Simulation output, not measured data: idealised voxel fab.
The process module that follows is named voxel wiring stack.
For reference, the cross-section in this document is cut, with width 145 nm and square cells of 5 nm.
Think of the cross-section as a grid of square cells. We describe it in bands, top to bottom, and each band covers one or more rows of those cells. Top, bottom (nm), then materials left to right with widths (nm); lone material tagged "all across" fills the whole band edge to edge; "empty" = empty space. Convention: height 0 is the level below which the wafer, as received, is all one material. The lowest band does not terminate at the bottom but continues downward, represented as "0 -> down". So if you see something like "30->40" for the width, read it as the top row of the band sitting at the first number and the bottom row at the second, with every row in between moving by the same amount as the last. Take "no change" at face value: in the step it is given for, the cross-section changed in none of its cells. "Sealed-off cavities" enumerates empty spaces isolated from the top, with no open way to it, that contain at least 8 cells, giving each as width x height at distance from the left edge, all three in nm. Where a step's line continues beyond its settings, the continuation is a remark by the simulator itself on that step. You can add "overlay nm" to a step's line. For a step with a mask, it describes how far the mask lay to the right of its planned position, and a negative number describes a lay to the left.

# plan
- 1: RECEIVE [material Si]
- 2: CONFORMAL_DEP [material SiO2] [thk nm 15]
- 3: CONFORMAL_DEP [material SiN] [thk nm 5]
- 4: DIRECTIONAL_DEP [material lowk] [thk nm 15]
- 5: PATTERN [tone open] [mask id METAL_1] [material resist] [width nm 25] [pitch nm 45] [thk nm 20] [overlay nm 0]
- 6: DIRECTIONAL_ETCH [etch materials lowk] [depth nm 15]
- 7: DIRECTIONAL_ETCH [etch materials SiN] [depth nm 5]
- 8: STRIP [etch materials resist]
- 9: CONFORMAL_DEP [material TiN] [thk nm 5]
- 10: FILL_DEP [material W] [thk nm 5]
- 11: CMP [height nm 35]
- 12: CONFORMAL_DEP [material SiCN] [thk nm 5]
- 13: DIRECTIONAL_DEP [material lowk] [thk nm 15]
- 14: PATTERN [tone open] [mask id PLUG_1] [material resist] [width nm 15] [thk nm 20] [overlay nm 0]
- 15: DIRECTIONAL_ETCH [etch materials lowk] [depth nm 15]
- 16: DIRECTIONAL_ETCH [etch materials SiCN] [depth nm 5]
- 17: STRIP [etch materials resist]
- 18: EPI [material Ru] [thk nm 10]
- 19: EPI [material Ru] [thk nm 10]
- 20: DIRECTIONAL_DEP [material TiN] [thk nm 5]
- 21: DIRECTIONAL_DEP [material W] [thk nm 25]
- 22: DIRECTIONAL_DEP [material aC] [thk nm 15]
- 23: PATTERN [tone cover] [mask id METAL_2] [material resist] [width nm 25] [pitch nm 45] [thk nm 35] [overlay nm -15]
- 24: DIRECTIONAL_ETCH [etch materials aC] [depth nm 15]
- 25: STRIP [etch materials resist]
- 26: DIRECTIONAL_ETCH [etch materials W] [depth nm 25]
- 27: DIRECTIONAL_ETCH [etch materials TiN] [depth nm 5]
- 28: STRIP [etch materials aC]
- 29: FILL_DEP [material lowk] [thk nm 5]
- 30: CMP [height nm 85]
- 31: CONFORMAL_DEP [material SiN] [thk nm 5]
varied across the wafers: overlay nm of step 23. The plan shows the first wafer's value. All wafers start alike

# Cross-section of the first incoming wafer of several, state after step 1
  0 -> down = Si all across
  Sealed-off cavities: none

# Take a look at the first of several wafers in cross-section: the module is done, and step 31 was its last step
  90 -> 85 = SiN all across
  85 -> 60 = 20 of lowk / 25 of W / 20 of lowk / 25 of W / 55 of lowk
  60 -> 55 = 20 of lowk / 25 of TiN / 20 of lowk / 25 of TiN / 55 of lowk
  55 -> 40 = 35 of lowk / 15 of Ru / 95 of lowk
  40 -> 35 = 35 of SiCN / 15 of Ru / 95 of SiCN
  35 -> 20 = 35 of lowk / 5 of TiN / 15 of W / 5 of TiN / 20 of lowk / 5 of TiN / 15 of W / 5 of TiN / 40 of lowk
  20 -> 15 = 35 of SiN / 25 of TiN / 20 of SiN / 25 of TiN / 40 of SiN
  15 -> 0 = SiO2 all across
  0 -> down = Si all across
  Sealed-off cavities: none

# Showing the last wafer in cross-section at the end of the module
  90 -> 85 = SiN all across
  85 -> 60 = 50 of lowk / 25 of W / 20 of lowk / 25 of W / 25 of lowk
  60 -> 55 = 50 of lowk / 25 of TiN / 20 of lowk / 25 of TiN / 25 of lowk
  55 -> 40 = 35 of lowk / 15 of Ru / 95 of lowk
  40 -> 35 = 35 of SiCN / 15 of Ru / 95 of SiCN
  35 -> 20 = 35 of lowk / 5 of TiN / 15 of W / 5 of TiN / 20 of lowk / 5 of TiN / 15 of W / 5 of TiN / 40 of lowk
  20 -> 15 = 35 of SiN / 25 of TiN / 20 of SiN / 25 of TiN / 40 of SiN
  15 -> 0 = SiO2 all across
  0 -> down = Si all across
  Sealed-off cavities: none

# End of module, by wafer: material-by-material cell gain (+) or loss (-) since receipt, then closed voids
overlay nm -15; +12 Ru; +26 SiCN; +48 SiN; +87 SiO2; +32 TiN; +68 W; +249 lowk; Sealed-off cavities: none
overlay nm -10; +12 Ru; +26 SiCN; +48 SiN; +87 SiO2; +32 TiN; +68 W; +249 lowk; Sealed-off cavities: none
overlay nm -5; +12 Ru; +26 SiCN; +48 SiN; +87 SiO2; +32 TiN; +68 W; +249 lowk; Sealed-off cavities: none
overlay nm 0; +12 Ru; +26 SiCN; +48 SiN; +87 SiO2; +32 TiN; +68 W; +249 lowk; Sealed-off cavities: none
overlay nm 5; +12 Ru; +26 SiCN; +48 SiN; +87 SiO2; +32 TiN; +68 W; +249 lowk; Sealed-off cavities: none
overlay nm 10; +12 Ru; +26 SiCN; +48 SiN; +87 SiO2; +32 TiN; +68 W; +249 lowk; Sealed-off cavities: none
overlay nm 15; +12 Ru; +26 SiCN; +48 SiN; +87 SiO2; +32 TiN; +68 W; +249 lowk; Sealed-off cavities: none
